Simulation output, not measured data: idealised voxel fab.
process module | voxel gate over fins
cross-section cut | 295 nm wide | cells 5 nm
A cross-section is a grid of square cells, given in bands from the top down. A band is one or more rows of cells.
Each band's line starts with the height of the band's top and of its bottom, in nm. Then come its materials from left to right, each with its width in nm. One material with "throughout" fills the band from edge to edge. "air" is empty space.
Height 0 is the level under which the wafer as received is all one material. The lowest band goes on downwards, as in "0 down".
A width such as "30 to 40" changes by the same amount from each row of cells to the next, from the band's top row to its bottom row.
"no change" after a step means that no cell of the cross-section changed.
closed voids: empty space of 8 cells or more with no open way to the top, each as width x height at its distance from the left edge, in nm
after a step's settings: what the simulator itself notes on the step
overlay nm, on a step with a mask: how far to the right of its planned place the mask lay; to the left if negative
plan
1 op RECEIVE | material Si
2 op CONFORMAL_DEP | material SiN | thk nm 5
3 op PATTERN | tone cover | mask id FINS | material resist | width nm 15 | pitch nm 35 | thk nm 15 | overlay nm 0
4 op DIRECTIONAL_ETCH | etch materials SiN | depth nm 5
5 op DIRECTIONAL_ETCH | etch materials Si | depth nm 40
6 op STRIP | etch materials resist
7 op FILL_DEP | material SiO2 | thk nm 5
8 op CMP | height nm 5
9 op SELECTIVE_ETCH | etch materials SiO2 | depth nm 20
10 op STRIP | etch materials SiN
11 op CONFORMAL_DEP | material HfO2 | thk nm 5
12 op CONFORMAL_DEP | material TiN | thk nm 5
13 op CONFORMAL_DEP | material TiAl | thk nm 5
14 op CONFORMAL_DEP | material TiN | thk nm 5
15 op FILL_DEP | material W | thk nm 15
16 op CMP | height nm 30
17 op CONFORMAL_DEP | material SiCN | thk nm 10
as received, after step 1
  0 down: Si throughout
  closed voids: none
a wafer at the end: this start, this plan, one mistake
  40 to 30: SiCN throughout
  30 to 15: W throughout
  15 to 10: W 70 | TiN 150 | W 75
  10 to 5: W 70 | TiN 5 | TiAl 140 | TiN 5 | W 75
  5 to 0: W 70 | TiN 5 | TiAl 5 | HfO2 25 | TiAl 10 | HfO2 25 | TiAl 10 | HfO2 25 | TiAl 10 | HfO2 25 | TiAl 5 | TiN 5 | W 75
  0 to -5: TiN 75 | TiAl 5 | HfO2 5 | Si 15 | HfO2 5 | TiAl 10 | HfO2 5 | Si 15 | HfO2 5 | TiAl 10 | HfO2 5 | Si 15 | HfO2 5 | TiAl 10 | HfO2 5 | Si 15 | HfO2 5 | TiAl 5 | TiN 80
  -5 to -10: TiAl 80 | HfO2 5 | Si 15 | HfO2 5 | TiAl 10 | HfO2 5 | Si 15 | HfO2 5 | TiAl 10 | HfO2 5 | Si 15 | HfO2 5 | TiAl 10 | HfO2 5 | Si 15 | HfO2 5 | TiAl 85
  -10 to -15: HfO2 85 | Si 15 | HfO2 20 | Si 15 | HfO2 20 | Si 15 | HfO2 20 | Si 15 | HfO2 90
  -15 to -40: SiO2 85 | Si 15 | SiO2 20 | Si 15 | SiO2 20 | Si 15 | SiO2 20 | Si 15 | SiO2 90
  -40 down: Si throughout
  closed voids: none
what went wrong: step 12 was left out
